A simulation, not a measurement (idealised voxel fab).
The process module presented herein is designated voxel tone inversion.
FYI the section here is cut, 275 nm wide, cells are 5 nm squares.
The cross-sections in this document take the form of a grid made of square cells. They are written out as bands, in order from top to bottom. Each band consists of one or more rows of cells. Band entry format. Leading values: height of top, height of bottom, nm. Remainder: materials in left-to-right order, each with its width in nm. Special words: "edge to edge" on a single material, which then fills the band edge to edge; "empty", empty space. Height is counted from the level 0, under which the received wafer is composed throughout of one material. The lowest of the bands is not closed at the bottom but continues downward, in the notation "0 and below". A width such as "30 to 40" changes by the same amount from each row of cells to the next, from the band's top row to its bottom row. Key: "remained the same" - step with no changed cell in the cross-section. Heads up: "Encapsulated voids" only lists the empty pockets with no open path to the top that are 8 cells or more, and it writes them as width x height at distance, distance from the left edge, in nm. Formally, on a step line, whatever follows the settings is a remark that the simulator itself makes on the step. The optional step-line setting "overlay nm" applies to steps with a mask and quantifies how far to the right of its planned location the mask lay, a negative value indicating leftward placement.
Process steps (planned):
1) RECEIVE (material Si)
2) CONFORMAL_DEP (material SiCN; thk nm 5)
3) DIRECTIONAL_DEP (material aC; thk nm 25)
4) PATTERN (tone cover; mask id POSTS; material resist; width nm 15; pitch nm 35; thk nm 35; overlay nm 0)
5) DIRECTIONAL_ETCH (etch materials aC; depth nm 25)
6) STRIP (etch materials resist)
7) FILL_DEP (material lowk; thk nm 10)
8) CMP (height nm 30)
9) STRIP (etch materials aC)
Here's what the wafer looked like in cross-section when it arrived - that's after step 1:
  0 and below: Si edge to edge
  Encapsulated voids: none
Wafer at module end, in section. Began as above, planned as above, run with one mistake:
  30 down to 5: 75 nm empty / 15 nm aC / 20 nm empty / 15 nm aC / 20 nm empty / 15 nm aC / 20 nm empty / 15 nm aC / 80 nm empty
  5 down to 0: SiCN edge to edge
  0 and below: Si edge to edge
  Encapsulated voids: none
Against the plan, the run slipped here: step 9 did not use the planned setting and instead ran as STRIP (etch materials lowk)
